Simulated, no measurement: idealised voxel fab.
This section sets out a process module, namely voxel self aligned vias.
Xsec cut, 255 nm wide, square cell size 5 nm.
Cross-section format: a grid of square cells, given as bands from top to bottom; each band is one or more rows of cells.
Heads up on the band format: heights come first, top then bottom, in nm. After that it's the materials left to right, each with its width in nm. A single material flagged "edge to edge" fills the whole band edge to edge, and "empty" means there's empty space there.
Ref level 0: as-received wafer is one material below here. Bottom band extends down with no lower bound ("0 nm and below").
Read "30..40" as a graded width: first number on top, second number at the bottom, same change between each pair of neighbouring rows.
Any step labelled "changes: none" changed none of the cells in the cross-section.
What "Voids, sealed" gives you is every empty space of 8 cells or more that is cut off from the top. Each appears as width x height at distance, with the distance taken from the left edge and width, height and distance all in nm.
On each step's line, the part that comes after the settings is the simulator's own comment on the step.
Regarding "overlay nm": on a step with a mask, it is the distance the mask lay to the right of its planned place; a negative value places it to the left.

Steps in the process plan
- 1: op RECEIVE | material Si
- 2: op CONFORMAL_DEP | material SiO2 | thk nm 10
- 3: op CONFORMAL_DEP | material SiCN | thk nm 5
- 4: op DIRECTIONAL_DEP | material lowk | thk nm 30
- 5: op PATTERN | tone open | mask id LINES | material resist | width nm 25 | pitch nm 70 | thk nm 15 | overlay nm 0
- 6: op DIRECTIONAL_ETCH | etch materials lowk | depth nm 30
- 7: op STRIP | etch materials resist
- 8: op CONFORMAL_DEP | material TiN | thk nm 5
- 9: op FILL_DEP | material Ru | thk nm 5
- 10: op CMP | height nm 45
- 11: op SELECTIVE_ETCH | etch materials W Ru TiN | depth nm 5
- 12: op FILL_DEP | material SiN | thk nm 10
- 13: op CMP | height nm 45
- 14: op DIRECTIONAL_DEP | material lowk | thk nm 15
- 15: op DIRECTIONAL_DEP | material aC | thk nm 10
- 16: op PATTERN | tone open | mask id VIAS | material resist | width nm 45 | thk nm 30 | overlay nm 0
- 17: op DIRECTIONAL_ETCH | etch materials aC | depth nm 10
- 18: op STRIP | etch materials resist
- 19: op DIRECTIONAL_ETCH | etch materials lowk | depth nm 15
- 20: op DIRECTIONAL_ETCH | etch materials SiN | depth nm 5
- 21: op STRIP | etch materials aC
- 22: op CONFORMAL_DEP | material TiN | thk nm 5
- 23: op FILL_DEP | material Ru | thk nm 5
- 24: op CMP | height nm 60
- 25: op CONFORMAL_DEP | material SiN | thk nm 5

Step 1 complete: cross-section of the wafer as received
* 0 nm and below | Si edge to edge
* Voids, sealed: none

This is how the wafer looks in cross-section once the module is done, given the starting state and plan above and one mistake in carrying the plan out
* 65 nm to 60 nm | SiN edge to edge
* 60 nm to 50 nm | lowk=65, TiN=5, Ru=35, TiN=5, lowk=145
* 50 nm to 45 nm | lowk=65, TiN=20, Ru=15, TiN=10, lowk=145
* 45 nm to 40 nm | lowk=80, TiN=25, lowk=45, SiN=25, lowk=80
* 40 nm to 20 nm | lowk=80, TiN=5, Ru=15, TiN=5, lowk=45, TiN=5, Ru=15, TiN=5, lowk=80
* 20 nm to 15 nm | lowk=80, TiN=25, lowk=45, TiN=25, lowk=80
* 15 nm to 10 nm | SiCN edge to edge
* 10 nm to 0 nm | SiO2 edge to edge
* 0 nm and below | Si edge to edge
* Voids, sealed: none
Error vs. plan: the process deviated at step 16: the operation and settings actually run there were op PATTERN | tone open | mask id VIAS | material resist | width nm 45 | thk nm 30 | overlay nm -5
